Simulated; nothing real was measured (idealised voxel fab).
The document below concerns the process module designated voxel wiring stack.
Shown is cross-section cut, with a width of 295 nm and square cells of size 5 nm.
When this document writes out a cross-section, it uses a grid of square cells and lists it as bands, beginning at the top and moving down, with a band standing for one or more rows of cells.
Band: top height; bottom height; in nm. Then, left to right: material with width in nm, for each material. "all across": a single material spanning edge to edge. "empty": empty space.
Where do heights start? At 0: under that level the wafer as delivered is made of one material only. And the lowest band has no floor; it just carries on downward, as in "0 -> down".
The notation "30 to 40" denotes a width that varies across the rows of cells in the band, beginning at the first number in the top row, finishing at the second number in the bottom row, and changing by an identical amount from each row to the next.
Take "no alterations made" at face value: in the step it is given for, the cross-section changed in none of its cells.
So "Closed empty spaces" is basically the list of trapped voids: any empty space of 8 cells or more that can't reach the top through an opening. They're written width x height at distance, the distance being from the left edge, and it's all nm.
Note: text after step settings on the step line = simulator remark on that step.
A step line may carry the setting "overlay nm", which, for steps involving a mask, states the distance by which the mask lay to the right of its intended position; negative values denote displacement to the left.

PLAN
- 1: RECEIVE, material Si
- 2: CONFORMAL_DEP, material SiO2, thk nm 10
- 3: DIRECTIONAL_DEP, material TiN, thk nm 5
- 4: DIRECTIONAL_DEP, material Ru, thk nm 20
- 5: PATTERN, tone cover, mask id METAL_1, material resist, width nm 30, pitch nm 50, thk nm 15, overlay nm 0
- 6: DIRECTIONAL_ETCH, etch materials Ru, depth nm 20
- 7: DIRECTIONAL_ETCH, etch materials TiN, depth nm 5
- 8: STRIP, etch materials resist
- 9: FILL_DEP, material lowk, thk nm 10
- 10: CMP, height nm 35
- 11: CONFORMAL_DEP, material SiCN, thk nm 5
- 12: DIRECTIONAL_DEP, material lowk, thk nm 20
- 13: PATTERN, tone open, mask id PLUG_1, material resist, width nm 15, pitch nm 50, thk nm 20, overlay nm 0
- 14: DIRECTIONAL_ETCH, etch materials lowk, depth nm 20
- 15: DIRECTIONAL_ETCH, etch materials SiCN, depth nm 5
- 16: STRIP, etch materials resist
- 17: EPI, material Ru, thk nm 10
- 18: EPI, material Ru, thk nm 10
- 19: EPI, material Ru, thk nm 5
- 20: DIRECTIONAL_DEP, material TiN, thk nm 5
- 21: DIRECTIONAL_DEP, material W, thk nm 20
- 22: MASKED_ETCH, tone cover, mask id METAL_2, width nm 30, pitch nm 50, etch materials W, depth nm 20, overlay nm 0
- 23: MASKED_ETCH, tone cover, mask id METAL_2, width nm 30, pitch nm 50, etch materials TiN, depth nm 5, overlay nm 0
- 24: CONFORMAL_DEP, material SiN, thk nm 5
- 25: FILL_DEP, material SiO2, thk nm 10
- 26: CMP, height nm 85
- 27: CONFORMAL_DEP, material SiCN, thk nm 5

AS-RECEIVED WAFER CROSS-SECTION (AFTER STEP 1)
- 0 -> down | Si all across
- Closed empty spaces: none

A WAFER AT THE END: THIS START, THIS PLAN, ONE MISTAKE
- 95 -> 90 | SiCN all across
- 90 -> 85 | SiO2 75 nm / SiN 40 nm / SiO2 10 nm / SiN 40 nm / SiO2 10 nm / SiN 40 nm / SiO2 80 nm
- 85 -> 65 | SiO2 75 nm / SiN 5 nm / W 30 nm / SiN 5 nm / SiO2 10 nm / SiN 5 nm / W 30 nm / SiN 5 nm / SiO2 10 nm / SiN 5 nm / W 30 nm / SiN 5 nm / SiO2 80 nm
- 65 -> 60 | SiN 80 nm / TiN 30 nm / SiN 20 nm / TiN 30 nm / SiN 20 nm / TiN 30 nm / SiN 85 nm
- 60 -> 40 | lowk 80 nm / Ru 15 nm / lowk 35 nm / Ru 15 nm / lowk 35 nm / Ru 15 nm / lowk 100 nm
- 40 -> 35 | SiCN 80 nm / Ru 15 nm / SiCN 35 nm / Ru 15 nm / SiCN 35 nm / Ru 15 nm / SiCN 100 nm
- 35 -> 15 | lowk 80 nm / Ru 30 nm / lowk 20 nm / Ru 30 nm / lowk 20 nm / Ru 30 nm / lowk 85 nm
- 15 -> 10 | lowk 80 nm / TiN 30 nm / lowk 20 nm / TiN 30 nm / lowk 20 nm / TiN 30 nm / lowk 85 nm
- 10 -> 0 | SiO2 all across
- 0 -> down | Si all across
- Closed empty spaces: none
The mistake made against the process plan was this: step 26 deviated from plan and actually ran as CMP, height nm 90
